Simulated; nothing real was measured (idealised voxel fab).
The process module presented herein is designated voxel wiring stack.
The width of the displayed cross-section, cut, is 180 nm; its cells are square, with a size of 5 nm.
Cross-section format: a grid of square cells, given as bands from top to bottom; each band is one or more rows of cells.
A band entry consists of two parts. The first gives the height of the band's top and the height of its bottom, in nm. The rest lists the band's materials from left to right, each with its width in nm. A single material labelled with the word "full width" fills the band from edge to edge, and the word "air" marks empty space.
Height datum 0, below which the as-received substrate wafer is one material. Lowest band open at the bottom, running downward: "top 0, no bottom".
A width such as "30 to 40" changes by the same amount from each row of cells to the next, from the band's top row to its bottom row.
Given "no modification" for a step, no cell of the cross-section differs between before and after that step.
This entry, "Unvented cavities", enumerates those empty regions of no fewer than 8 cells that possess no open connection to the top. Each region is reported in the form width x height at distance, the distance being taken from the left edge, with all three quantities expressed in nm.
On each step's line, the part that comes after the settings is the simulator's own comment on the step.
The line of a step may include "overlay nm". On a step with a mask, this value is how far to the right of its planned place the mask lay. A negative value means the mask lay to the left.
HERE'S WHAT THE PLANNED PROCESS STEPS LOOK LIKE
1,RECEIVE, material Si
2,CONFORMAL_DEP, material SiO2, thk nm 10
3,DIRECTIONAL_DEP, material TiN, thk nm 5
4,DIRECTIONAL_DEP, material W, thk nm 25
5,DIRECTIONAL_DEP, material aC, thk nm 10
6,PATTERN, tone cover, mask id METAL_1, material resist, width nm 25, pitch nm 45, thk nm 30, overlay nm 0
7,DIRECTIONAL_ETCH, etch materials aC, depth nm 10
8,STRIP, etch materials resist
9,DIRECTIONAL_ETCH, etch materials W, depth nm 25
10,DIRECTIONAL_ETCH, etch materials TiN, depth nm 5
11,STRIP, etch materials aC
12,CONFORMAL_DEP, material SiN, thk nm 5
13,FILL_DEP, material lowk, thk nm 10
14,CMP, height nm 40
15,CONFORMAL_DEP, material SiCN, thk nm 5
16,DIRECTIONAL_DEP, material lowk, thk nm 30
17,DIRECTIONAL_DEP, material aC, thk nm 15
18,PATTERN, tone open, mask id METAL_2_HOLES, material resist, width nm 15, pitch nm 45, thk nm 35, overlay nm 0
19,DIRECTIONAL_ETCH, etch materials aC, depth nm 15
20,STRIP, etch materials resist
21,DIRECTIONAL_ETCH, etch materials lowk, depth nm 30
22,STRIP, etch materials aC
23,DIRECTIONAL_DEP, material aC, thk nm 15
24,PATTERN, tone open, mask id METAL_2, material resist, width nm 25, pitch nm 45, thk nm 30, overlay nm 0
25,DIRECTIONAL_ETCH, etch materials aC, depth nm 15
26,STRIP, etch materials resist
27,DIRECTIONAL_ETCH, etch materials lowk, depth nm 20
28,DIRECTIONAL_ETCH, etch materials SiCN, depth nm 5
29,STRIP, etch materials aC
30,CONFORMAL_DEP, material TiN, thk nm 5
31,FILL_DEP, material Cu, thk nm 5
32,CMP, height nm 75
33,CONFORMAL_DEP, material SiCN, thk nm 5
34,DIRECTIONAL_DEP, material lowk, thk nm 25
35,DIRECTIONAL_DEP, material aC, thk nm 10
36,PATTERN, tone open, mask id METAL_3_HOLES, material resist, width nm 15, thk nm 25, overlay nm 0
37,DIRECTIONAL_ETCH, etch materials aC, depth nm 10
38,STRIP, etch materials resist
39,DIRECTIONAL_ETCH, etch materials lowk, depth nm 25
40,STRIP, etch materials aC
41,PATTERN, tone open, mask id METAL_3, material resist, width nm 25, pitch nm 45, thk nm 20, overlay nm 0
42,DIRECTIONAL_ETCH, etch materials lowk, depth nm 15
43,DIRECTIONAL_ETCH, etch materials SiCN, depth nm 5
44,STRIP, etch materials resist
45,CONFORMAL_DEP, material TiN, thk nm 5
46,FILL_DEP, material Cu, thk nm 10
47,CMP, height nm 105
48,CONFORMAL_DEP, material SiCN, thk nm 5
49,DIRECTIONAL_DEP, material SiO2, thk nm 25
50,MASKED_ETCH, tone open, mask id METAL_4_HOLES, width nm 15, etch materials SiO2, depth nm 25, overlay nm 0
51,DIRECTIONAL_DEP, material aC, thk nm 15
52,PATTERN, tone open, mask id METAL_4, material resist, width nm 25, pitch nm 45, thk nm 35, overlay nm 0
53,DIRECTIONAL_ETCH, etch materials aC, depth nm 15
54,STRIP, etch materials resist
55,DIRECTIONAL_ETCH, etch materials SiO2, depth nm 15
56,DIRECTIONAL_ETCH, etch materials SiCN, depth nm 5
57,STRIP, etch materials aC
58,CONFORMAL_DEP, material TiN, thk nm 5
59,FILL_DEP, material Cu, thk nm 5
60,CMP, height nm 135
61,CONFORMAL_DEP, material SiCN, thk nm 5
AS-RECEIVED STATE OF THE WAFER IN CROSS-SECTION, EQUIVALENT TO POST-STEP 1
* top 0, no bottom: Si full width
* Unvented cavities: none
FINAL CROSS-SECTION, MODULE RUN WITH ONE MISTAKE (START AND PLAN AS ABOVE)
* top 140, bottom 135: SiCN full width
* top 135, bottom 125: SiO2=55, TiN=5, Cu=15, TiN=5, SiO2=20, TiN=5, Cu=15, TiN=5, SiO2=55
* top 125, bottom 120: SiO2=55, TiN=5, Cu=5, TiN=15, SiO2=20, TiN=25, SiO2=55
* top 120, bottom 110: SiO2=55, TiN=5, Cu=5, TiN=5, SiO2=110
* top 110, bottom 105: SiCN=55, TiN=15, SiCN=110
* top 105, bottom 95: lowk=55, TiN=5, Cu=15, TiN=5, lowk=20, TiN=5, Cu=15, TiN=5, lowk=55
* top 95, bottom 90: lowk=55, TiN=5, Cu=5, TiN=15, lowk=20, TiN=25, lowk=55
* top 90, bottom 80: lowk=55, TiN=5, Cu=5, TiN=5, lowk=110
* top 80, bottom 75: SiCN=55, TiN=15, SiCN=110
* top 75, bottom 60: Cu=65, TiN=5, lowk=10, TiN=5, Cu=25, TiN=5, lowk=10, TiN=5, Cu=50
* top 60, bottom 55: TiN=60, Cu=5, TiN=5, lowk=10, TiN=25, Cu=5, TiN=5, lowk=10, TiN=55
* top 55, bottom 50: lowk=55, TiN=5, Cu=5, TiN=5, lowk=30, TiN=5, Cu=5, TiN=5, lowk=65
* top 50, bottom 45: lowk=55, TiN=15, lowk=30, TiN=15, lowk=65
* top 45, bottom 40: SiCN full width
* top 40, bottom 15: lowk=50, SiN=5, W=25, SiN=5, lowk=10, SiN=5, W=25, SiN=5, lowk=50
* top 15, bottom 10: SiN=55, TiN=25, SiN=20, TiN=25, SiN=55
* top 10, bottom 0: SiO2 full width
* top 0, no bottom: Si full width
* Unvented cavities: none
what went wrong: for step 24, the planned setting was not used; the step was instead run as PATTERN, tone cover, mask id METAL_2, material resist, width nm 25, pitch nm 45, thk nm 30, overlay nm 0
